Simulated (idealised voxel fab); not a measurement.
The following process module bears the name voxel trench capacitor.
Square cell edge 5 nm, section width 260 nm, ID cut.
The cross-sections in this document take the form of a grid made of square cells. They are written out as bands, in order from top to bottom. Each band consists of one or more rows of cells. Quick guide to a band line: top height, bottom height (nm) up front; then every material left to right with its width in nm. Only one material and it's marked "throughout"? Then it fills the band edge to edge. And "empty" just means empty space. Ref level 0: as-received wafer is one material below here. Bottom band extends down with no lower bound ("0..down"). Top row gets the first number, bottom row gets the second, and each row in between changes by the same step: that is how a band width like "30->40" works. "no alterations made" for a step: no cell of the cross-section changed in that step. Entry "Sealed-off cavities" = empty spaces >= 8 cells with no open way to the top; each as width x height at distance, distance from left edge, all nm. Read whatever lies past the settings on a step's line as the simulator's own remark about the step. overlay nm: mask offset rightward from planned place, masked step; negative means leftward offset.

[The steps planned for the process are as follows]
- 1: RECEIVE | material Si
- 2: CONFORMAL_DEP | material SiN | thk nm 10
- 3: DIRECTIONAL_DEP | material aC | thk nm 15
- 4: PATTERN | tone open | mask id TRENCH | material resist | width nm 30 | pitch nm 55 | thk nm 30 | overlay nm 0
- 5: DIRECTIONAL_ETCH | etch materials aC | depth nm 15
- 6: STRIP | etch materials resist
- 7: DIRECTIONAL_ETCH | etch materials SiN | depth nm 5
- 8: DIRECTIONAL_ETCH | etch materials Si | depth nm 30
- 9: STRIP | etch materials aC
- 10: CONFORMAL_DEP | material HfO2 | thk nm 5
- 11: CONFORMAL_DEP | material TiN | thk nm 5
- 12: FILL_DEP | material W | thk nm 10
- 13: CMP | height nm 10
All wafers enter the flow in the same state. The depth nm at step 7 differs from wafer to wafer, and the plan gives the value for the first wafer.

[The first of several wafers, as received after step 1, seen in section]
  0..down  Si throughout
  Sealed-off cavities: none

[What follows is a table in which each wafer occupies a row; for the wafer as it stands at the close of the module, the row states, material by material, how many cells have been gained (+) or lost (-) since receipt, and then gives its closed voids]
depth nm 5 | +24 HfO2 | +80 SiN | Sealed-off cavities: none
depth nm 10 | +80 HfO2 | -144 Si | +56 SiN | +64 TiN | +48 W | Sealed-off cavities: none
depth nm 15 | +80 HfO2 | -144 Si | +56 SiN | +64 TiN | +48 W | Sealed-off cavities: none
depth nm 20 | +80 HfO2 | -144 Si | +56 SiN | +64 TiN | +48 W | Sealed-off cavities: none
depth nm 25 | +80 HfO2 | -144 Si | +56 SiN | +64 TiN | +48 W | Sealed-off cavities: none
